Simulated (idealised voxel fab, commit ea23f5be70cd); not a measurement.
Process module in this document: voxel ribs on slabs
Section cut is 260 nm wide and gridded with 5 nm square cells.
Cross-section format: a grid of square cells, given as bands from top to bottom; each band is one or more rows of cells.
The band entry comprises the height of the band's top followed by the height of its bottom, expressed in nm, and subsequently the band's materials from left to right, each stated together with its width in nm. Where a single material is marked with the word "full width", that material fills the band from edge to edge. The word "blank" represents empty space.
Where do heights start? At 0: under that level the wafer as delivered is made of one material only. And the lowest band has no floor; it just carries on downward, as in "0 down".
A width given as "30..40" starts at the first number in the band's top row and ends at the second number in its bottom row, shifting by an equal amount at every step from row to row.
The cross-section has no changed cell in any step marked "no change".
Look at "Encapsulated voids" for the closed voids: empty spaces with no open path to the top, sized 8 cells or up. Each is width x height at distance, distance from the left edge, all nm.
Anything after a step's settings on that line? It's the simulator's own note about the step.
Each step line may optionally specify "overlay nm", which for a step with a mask gives the rightward distance between the mask's planned place and where it lay, a negative value indicating the leftward direction.

THE PLANNED PROCESS STEPS ARE ENUMERATED HEREUNDER
1) RECEIVE, material Si
2) DIRECTIONAL_DEP, material SiO2, thk nm 20
3) DIRECTIONAL_DEP, material polySi, thk nm 15
4) DIRECTIONAL_DEP, material aC, thk nm 15
5) PATTERN, tone cover, mask id RIB, material resist, width nm 20, thk nm 30, overlay nm 0
6) DIRECTIONAL_ETCH, etch materials aC, depth nm 15
7) STRIP, etch materials resist
8) DIRECTIONAL_ETCH, etch materials polySi, depth nm 5
9) STRIP, etch materials aC
10) DIRECTIONAL_DEP, material aC, thk nm 15
11) PATTERN, tone cover, mask id SLAB, material resist, width nm 60, thk nm 30, overlay nm 0
12) DIRECTIONAL_ETCH, etch materials aC, depth nm 15
13) STRIP, etch materials resist
14) DIRECTIONAL_ETCH, etch materials polySi, depth nm 10
15) STRIP, etch materials aC
16) FILL_DEP, material SiO2, thk nm 25
17) CMP, height nm 55
18) DIRECTIONAL_DEP, material W, thk nm 10
19) MASKED_ETCH, tone cover, mask id HEATER, width nm 30, etch materials W, depth nm 10, overlay nm 0
20) CONFORMAL_DEP, material SiO2, thk nm 5

AS-RECEIVED STATE OF THE WAFER IN CROSS-SECTION, EQUIVALENT TO POST-STEP 1
	0 down = Si full width
	Encapsulated voids: none

FINAL CROSS-SECTION, MODULE RUN WITH ONE MISTAKE (START AND PLAN AS ABOVE)
	70 to 65 = blank=110; SiO2=40; blank=110
	65 to 60 = blank=110; SiO2=5; W=30; SiO2=5; blank=110
	60 to 55 = SiO2=115; W=30; SiO2=115
	55 to 35 = SiO2 full width
	35 to 30 = SiO2=115; polySi=20; SiO2=125
	30 to 20 = SiO2=100; polySi=60; SiO2=100
	20 to 0 = SiO2 full width
	0 down = Si full width
	Encapsulated voids: none
Run error: step 5 did not happen as planned, as run it was PATTERN, tone cover, mask id RIB, material resist, width nm 20, thk nm 30, overlay nm -5
